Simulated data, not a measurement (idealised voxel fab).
process module | voxel ribs on slabs
cross-section cut | 220 nm wide | cells 5 nm
A cross-section is a grid of square cells, given in bands from the top down. A band is one or more rows of cells.
Each band's line starts with the height of the band's top and of its bottom, in nm. Then come its materials from left to right, each with its width in nm. One material with "throughout" fills the band from edge to edge. "air" is empty space.
Height 0 is the level under which the wafer as received is all one material. The lowest band goes on downwards, as in "0 down".
A width such as "30 to 40" changes by the same amount from each row of cells to the next, from the band's top row to its bottom row.
"no change" after a step means that no cell of the cross-section changed.
closed voids: empty space of 8 cells or more with no open way to the top, each as width x height at its distance from the left edge, in nm
after a step's settings: what the simulator itself notes on the step
overlay nm, on a step with a mask: how far to the right of its planned place the mask lay; to the left if negative
plan
1 op RECEIVE | material Si
2 op DIRECTIONAL_DEP | material SiO2 | thk nm 20
3 op DIRECTIONAL_DEP | material SiN | thk nm 25
4 op DIRECTIONAL_DEP | material aC | thk nm 15
5 op PATTERN | tone cover | mask id RIB | material resist | width nm 15 | thk nm 30 | overlay nm 0
6 op DIRECTIONAL_ETCH | etch materials aC | depth nm 15
7 op STRIP | etch materials resist
8 op DIRECTIONAL_ETCH | etch materials SiN | depth nm 20
9 op STRIP | etch materials aC
10 op DIRECTIONAL_DEP | material aC | thk nm 10
11 op PATTERN | tone cover | mask id SLAB | material resist | width nm 45 | thk nm 30 | overlay nm 0
12 op DIRECTIONAL_ETCH | etch materials aC | depth nm 10
13 op STRIP | etch materials resist
14 op DIRECTIONAL_ETCH | etch materials SiN | depth nm 5
15 op STRIP | etch materials aC
16 op FILL_DEP | material SiO2 | thk nm 25
17 op CMP | height nm 60
18 op DIRECTIONAL_DEP | material TiN | thk nm 5
19 op MASKED_ETCH | tone cover | mask id HEATER | width nm 25 | etch materials TiN | depth nm 5 | overlay nm 0
20 op CONFORMAL_DEP | material SiO2 | thk nm 10
as received, after step 1
  0 down: Si throughout
  closed voids: none
a wafer at the end: this start, this plan, one mistake
  75 to 70: air 85 | SiO2 45 | air 90
  70 to 65: SiO2 throughout
  65 to 60: SiO2 95 | TiN 25 | SiO2 100
  60 to 45: aC throughout
  45 to 25: aC 100 | SiN 15 | aC 105
  25 to 20: aC 85 | SiN 45 | aC 90
  20 to 0: SiO2 throughout
  0 down: Si throughout
  closed voids: none
what went wrong: step 16 ran as: op FILL_DEP | material aC | thk nm 25
